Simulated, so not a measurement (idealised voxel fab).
The name of this process module is voxel tone inversion.
This is section cut - it's 175 nm across, gridded in 5 nm square cells.
Cross-section spec: square-cell grid; bands listed top down; each band is one or more rows.
A band entry consists of two parts. The first gives the height of the band's top and the height of its bottom, in nm. The rest lists the band's materials from left to right, each with its width in nm. A single material labelled with the word "full width" fills the band from edge to edge, and the word "empty" marks empty space.
Beneath 0, the wafer as received is one material, and that level is where height counting begins. The lowest band goes on downward without a bottom; it is written like "0 -> down".
The notation "30->40" denotes a width that varies across the rows of cells in the band, beginning at the first number in the top row, finishing at the second number in the bottom row, and changing by an identical amount from each row to the next.
Step note "everything unchanged" = no cross-section cell changed.
Look at "Entrapped void list" for the closed voids: empty spaces with no open path to the top, sized 8 cells or up. Each is width x height at distance, distance from the left edge, all nm.
Whatever follows a step's settings on its line is a remark the simulator itself makes about that step.
Among the settings permitted on a step's line is "overlay nm"; applied to a step with a mask, it specifies the extent to which the mask lay to the right of its planned position, whereas a negative figure signifies a position to the left.

# The planned process steps are enumerated hereunder
1) RECEIVE | material Si
2) CONFORMAL_DEP | material SiCN | thk nm 5
3) DIRECTIONAL_DEP | material aC | thk nm 25
4) PATTERN | tone cover | mask id POSTS | material resist | width nm 20 | pitch nm 40 | thk nm 30 | overlay nm -15
5) DIRECTIONAL_ETCH | etch materials aC | depth nm 25
6) STRIP | etch materials resist
7) FILL_DEP | material lowk | thk nm 5
8) CMP | height nm 30
9) STRIP | etch materials aC
The wafers in this document start out alike and differ in the overlay nm applied at step 4; the plan shows the value used for the first wafer.

# Cut through the first of several wafers as received, post step 1
	0 -> down: Si full width
	Entrapped void list: none

# Tabulated below, wafer by wafer, are the end-of-module results: for each material, the number of cells gained (+) or lost (-) relative to the as-received state, followed by the closed voids
overlay nm -15; +35 SiCN; +135 lowk; Entrapped void list: none
overlay nm -10; +35 SiCN; +135 lowk; Entrapped void list: none
overlay nm -5; +35 SiCN; +135 lowk; Entrapped void list: none
overlay nm 0; +35 SiCN; +135 lowk; Entrapped void list: none
overlay nm 5; +35 SiCN; +135 lowk; Entrapped void list: none
overlay nm 10; +35 SiCN; +135 lowk; Entrapped void list: none
overlay nm 15; +35 SiCN; +135 lowk; Entrapped void list: none
